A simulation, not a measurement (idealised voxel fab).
process module | voxel capacitor over wiring
cross-section cut | 145 nm wide | cells 5 nm
A cross-section is a grid of square cells, given in bands from the top down. A band is one or more rows of cells.
Each band's line starts with the height of the band's top and of its bottom, in nm. Then come its materials from left to right, each with its width in nm. One material with "throughout" fills the band from edge to edge. "air" is empty space.
Height 0 is the level under which the wafer as received is all one material. The lowest band goes on downwards, as in "0 down".
A width such as "30 to 40" changes by the same amount from each row of cells to the next, from the band's top row to its bottom row.
"no change" after a step means that no cell of the cross-section changed.
closed voids: empty space of 8 cells or more with no open way to the top, each as width x height at its distance from the left edge, in nm
after a step's settings: what the simulator itself notes on the step
overlay nm, on a step with a mask: how far to the right of its planned place the mask lay; to the left if negative
plan
1 op RECEIVE | material Si
2 op CONFORMAL_DEP | material SiO2 | thk nm 10
3 op CONFORMAL_DEP | material SiN | thk nm 5
4 op DIRECTIONAL_DEP | material SiO2 | thk nm 15
5 op MASKED_ETCH | tone open | mask id METAL_1 | width nm 20 | pitch nm 85 | etch materials SiO2 | depth nm 15 | overlay nm 0
6 op MASKED_ETCH | tone open | mask id METAL_1 | width nm 20 | pitch nm 85 | etch materials SiN | depth nm 5 | overlay nm 0
7 op CONFORMAL_DEP | material TiN | thk nm 5
8 op FILL_DEP | material W | thk nm 10
9 op CMP | height nm 30
10 op CONFORMAL_DEP | material SiCN | thk nm 5
11 op DIRECTIONAL_DEP | material SiO2 | thk nm 20
12 op DIRECTIONAL_DEP | material aC | thk nm 10
13 op PATTERN | tone open | mask id PLUG_1 | material resist | width nm 15 | thk nm 25 | overlay nm 0
14 op DIRECTIONAL_ETCH | etch materials aC | depth nm 10
15 op STRIP | etch materials resist
16 op DIRECTIONAL_ETCH | etch materials SiO2 | depth nm 20
17 op DIRECTIONAL_ETCH | etch materials SiCN | depth nm 5
18 op STRIP | etch materials aC
19 op EPI | material Ru | thk nm 10
20 op EPI | material Ru | thk nm 10
21 op EPI | material Ru | thk nm 5
22 op DIRECTIONAL_DEP | material TiN | thk nm 5
23 op DIRECTIONAL_DEP | material SiN | thk nm 5
24 op DIRECTIONAL_DEP | material TiN | thk nm 5
25 op MASKED_ETCH | tone cover | mask id UPPER_PLATE | width nm 70 | etch materials TiN | depth nm 10 | overlay nm 0
26 op MASKED_ETCH | tone cover | mask id UPPER_PLATE | width nm 70 | etch materials SiN | depth nm 5 | overlay nm 0
27 op DIRECTIONAL_DEP | material aC | thk nm 15
28 op PATTERN | tone cover | mask id LOWER_PLATE | material resist | width nm 80 | thk nm 35 | overlay nm 0
29 op DIRECTIONAL_ETCH | etch materials aC | depth nm 15
30 op STRIP | etch materials resist
31 op DIRECTIONAL_ETCH | etch materials TiN | depth nm 5
32 op STRIP | etch materials aC
33 op FILL_DEP | material SiO2 | thk nm 15
34 op CMP | height nm 85
35 op MASKED_ETCH | tone open | mask id PLUG_2 | width nm 15 | etch materials SiO2 | depth nm 10 | overlay nm 0
36 op CONFORMAL_DEP | material TiN | thk nm 5
37 op FILL_DEP | material Cu | thk nm 5
38 op CMP | height nm 85
39 op CONFORMAL_DEP | material SiCN | thk nm 5
varied across the wafers: thk nm of step 24. The plan shows the first wafer's value. All wafers start alike
first wafer as received, after step 1
  0 down: Si throughout
  closed voids: none
first wafer at the end, after step 39
  90 to 85: SiCN throughout
  85 to 80: SiO2 35 | TiN 5 | Cu 5 | TiN 5 | SiO2 95
  80 to 75: SiO2 35 | TiN 15 | SiO2 95
  75 to 70: SiO2 throughout
  70 to 65: SiO2 25 | TiN 70 | SiO2 50
  65 to 60: SiO2 25 | SiN 70 | SiO2 50
  60 to 55: SiO2 20 | TiN 80 | SiO2 45
  55 to 35: SiO2 25 | Ru 15 | SiO2 105
  35 to 30: SiCN 25 | Ru 15 | SiCN 105
  30 to 15: SiO2 20 | TiN 5 | W 10 | TiN 5 | SiO2 65 | TiN 5 | W 10 | TiN 5 | SiO2 20
  15 to 10: SiN 20 | TiN 20 | SiN 65 | TiN 20 | SiN 20
  10 to 0: SiO2 throughout
  0 down: Si throughout
  closed voids: none
last wafer at the end
  90 to 85: SiCN throughout
  85 to 75: SiO2 25 to 20 | TiN 70 to 80 | SiO2 50 to 45
  75 to 65: TiN throughout
  65 to 60: SiN throughout
  60 to 55: TiN throughout
  55 to 35: SiO2 25 | Ru 15 | SiO2 105
  35 to 30: SiCN 25 | Ru 15 | SiCN 105
  30 to 15: SiO2 20 | TiN 5 | W 10 | TiN 5 | SiO2 65 | TiN 5 | W 10 | TiN 5 | SiO2 20
  15 to 10: SiN 20 | TiN 20 | SiN 65 | TiN 20 | SiN 20
  10 to 0: SiO2 throughout
  0 down: Si throughout
  closed voids: none
each wafer at the end: cells of each material gained (+) or lost (-) since it was received, then its closed voids
thk nm 5 | +1 Cu | +15 Ru | +55 SiCN | +35 SiN | +349 SiO2 | +55 TiN | +12 W | closed voids: none
thk nm 10 | +1 Cu | +15 Ru | +55 SiCN | +35 SiN | +335 SiO2 | +69 TiN | +12 W | closed voids: none
thk nm 15 | +15 Ru | +55 SiCN | +50 SiN | +294 SiO2 | +96 TiN | +12 W | closed voids: none
thk nm 20 | +15 Ru | +55 SiCN | +50 SiN | +268 SiO2 | +122 TiN | +12 W | closed voids: none
thk nm 25 | +15 Ru | +55 SiCN | +50 SiN | +253 SiO2 | +137 TiN | +12 W | closed voids: none
